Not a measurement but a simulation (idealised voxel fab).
Process module under the name voxel ribs on slabs
The cross-section shown here is cut; it is 215 nm wide and divided into square cells measuring 5 nm on a side.
Each cross-section below is a grid of square cells, stated as bands in top-down order, with one or more rows of cells making up each band. For a band, the entry starts with two heights in nm, that of the top and then that of the bottom, and carries on with the band's materials in order from left to right, each alongside its width in nm; the word "everywhere" beside a single material means it fills the band edge to edge, and "blank" means empty space. We count height from 0. Below that, the starting wafer is all one material. The lowest band never ends at the bottom but goes on down; see "top 0, no bottom" for how that is written. The two numbers in a width such as "30..40" mark its ends across the band: the first belongs to the top row of cells, the second to the bottom row, and from each row to the next the width moves by the same amount. Given "remains unaltered" for a step, no cell of the cross-section differs between before and after that step. Any empty space of 8 cells or more lacking an open way to the top shows up in "Voids, enclosed" as width x height at distance, distance from the left edge, in nm. after a step's settings: what the simulator itself notes on the step. Each step line may optionally specify "overlay nm", which for a step with a mask gives the rightward distance between the mask's planned place and where it lay, a negative value indicating the leftward direction.

# Process steps (planned)
1,RECEIVE | material Si
2,DIRECTIONAL_DEP | material SiO2 | thk nm 20
3,DIRECTIONAL_DEP | material SiN | thk nm 25
4,MASKED_ETCH | tone cover | mask id RIB | width nm 30 | etch materials SiN | depth nm 10 | overlay nm 0
5,MASKED_ETCH | tone cover | mask id SLAB | width nm 70 | etch materials SiN | depth nm 15 | overlay nm 0
6,FILL_DEP | material SiO2 | thk nm 20
7,CMP | height nm 55
8,DIRECTIONAL_DEP | material W | thk nm 5
9,MASKED_ETCH | tone cover | mask id HEATER | width nm 40 | etch materials W | depth nm 5 | overlay nm 0
10,CONFORMAL_DEP | material SiO2 | thk nm 5

# Cross-section of the wafer at receipt, which is the condition after step 1
  top 0, no bottom  Si everywhere
  Voids, enclosed: none

# first wafer at the end, as planned
  top 65, bottom 60  80 of blank, 50 of SiO2, 85 of blank
  top 60, bottom 55  85 of SiO2, 40 of W, 90 of SiO2
  top 55, bottom 45  SiO2 everywhere
  top 45, bottom 35  90 of SiO2, 30 of SiN, 95 of SiO2
  top 35, bottom 20  70 of SiO2, 70 of SiN, 75 of SiO2
  top 20, bottom 0  SiO2 everywhere
  top 0, no bottom  Si everywhere
  Voids, enclosed: none

# This cross-section belongs to the second wafer of two at the end of the module; the start and the plan were shared with the first, and the run included one mistake
  top 65, bottom 60  80 of blank, 50 of SiO2, 85 of blank
  top 60, bottom 55  85 of SiO2, 40 of W, 90 of SiO2
  top 55, bottom 45  SiO2 everywhere
  top 45, bottom 35  95 of SiO2, 30 of SiN, 90 of SiO2
  top 35, bottom 20  70 of SiO2, 70 of SiN, 75 of SiO2
  top 20, bottom 0  SiO2 everywhere
  top 0, no bottom  Si everywhere
  Voids, enclosed: none
Where did the run depart from the plan? step 4 did not happen as planned, as run it was MASKED_ETCH | tone cover | mask id RIB | width nm 30 | etch materials SiN | depth nm 10 | overlay nm 5
Final state: per-material cell counts identical on both wafers; locations differ.
